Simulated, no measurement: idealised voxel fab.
Herein follows the process module entitled voxel self aligned contacts.
In the cross-section labelled cut, the width is 245 nm and each square cell is 5 nm.
Each cross-section below is a grid of square cells, stated as bands in top-down order, with one or more rows of cells making up each band. For a band, the entry starts with two heights in nm, that of the top and then that of the bottom, and carries on with the band's materials in order from left to right, each alongside its width in nm; the word "edge to edge" beside a single material means it fills the band edge to edge, and "air" means empty space. It should be noted that heights are counted from 0, beneath which the wafer as supplied is of one material throughout, and that the lowest band possesses no lower boundary but continues downward, as written in "z 0 and below". Note: "30 to 40" means the width goes from the first number (top row of the band) to the second number (bottom row) in equal steps per row of cells. "no alterations made" (step): cross-section cells unchanged, all of them. In the "Sealed internal cavities" entry, you get each enclosed empty space of 8 cells or more, one with no open way to the top, written width x height at distance, distance from the left edge, in nm. On each step's line, the part that comes after the settings is the simulator's own comment on the step. Regarding "overlay nm": on a step with a mask, it is the distance the mask lay to the right of its planned place; a negative value places it to the left.

## The steps planned for the process are as follows
1) op RECEIVE | material Si
2) op OXIDIZE | depth nm 5
3) op DIRECTIONAL_DEP | material polySi | thk nm 30
4) op DIRECTIONAL_DEP | material SiN | thk nm 25
5) op DIRECTIONAL_DEP | material aC | thk nm 10
6) op PATTERN | tone cover | mask id GATE | material resist | width nm 25 | pitch nm 65 | thk nm 25 | overlay nm 0
7) op DIRECTIONAL_ETCH | etch materials aC | depth nm 10
8) op STRIP | etch materials resist
9) op DIRECTIONAL_ETCH | etch materials SiN | depth nm 25
10) op DIRECTIONAL_ETCH | etch materials polySi | depth nm 30
11) op STRIP | etch materials aC
12) op CONFORMAL_DEP | material SiN | thk nm 10
13) op DIRECTIONAL_ETCH | etch materials SiN | depth nm 10
14) op FILL_DEP | material SiO2 | thk nm 20
15) op CMP | height nm 65
16) op PATTERN | tone open | mask id CONTACT | material resist | width nm 50 | thk nm 15 | overlay nm 0
17) op DIRECTIONAL_ETCH | etch materials SiO2 | depth nm 70
18) op STRIP | etch materials resist
19) op CONFORMAL_DEP | material TiN | thk nm 5
20) op FILL_DEP | material W | thk nm 5
21) op CMP | height nm 65
22) op CONFORMAL_DEP | material SiN | thk nm 5

## As-received state of the wafer in cross-section, equivalent to post-step 1
z 0 and below | Si edge to edge
Sealed internal cavities: none

## Run as planned - first of the two wafers cross-sectioned at the end of the module
z 70 to 65 | SiN edge to edge
z 65 to 55 | SiO2 95 | TiN 5 to 20 | W 40 to 10 | TiN 5 to 20 | SiO2 100
z 55 to 30 | SiO2 65 | SiN 45 | TiN 5 | W 10 | TiN 5 | SiN 45 | SiO2 70
z 30 to 0 | SiO2 65 | SiN 10 | polySi 25 | SiN 10 | TiN 5 | W 10 | TiN 5 | SiN 10 | polySi 25 | SiN 10 | SiO2 70
z 0 to -5 | SiO2 110 | TiN 20 | SiO2 115
z -5 and below | Si edge to edge
Sealed internal cavities: none

## Now the second wafer, cross-sectioned at the end of the module. Nothing different at the start, nothing different in the plan compared with the first, just one mistake when it was actually run
z 70 to 65 | SiN edge to edge
z 65 to 55 | SiO2 95 | TiN 5 to 10 | W 40 to 30 | TiN 5 to 10 | SiO2 100
z 55 to 30 | SiO2 75 | SiN 25 | TiN 5 | W 30 | TiN 5 | SiN 25 | SiO2 80
z 30 to 0 | SiO2 75 | polySi 25 | TiN 5 | W 30 | TiN 5 | polySi 25 | SiO2 80
z 0 to -5 | SiO2 100 | TiN 40 | SiO2 105
z -5 and below | Si edge to edge
Sealed internal cavities: none
What went wrong in running the wafer? step 12 did not use the planned setting and instead ran as op CONFORMAL_DEP | material SiO2 | thk nm 10
At the finish, the second wafer shows more or fewer cells for some materials than the first does: -88 SiN, +40 SiO2, +48 W
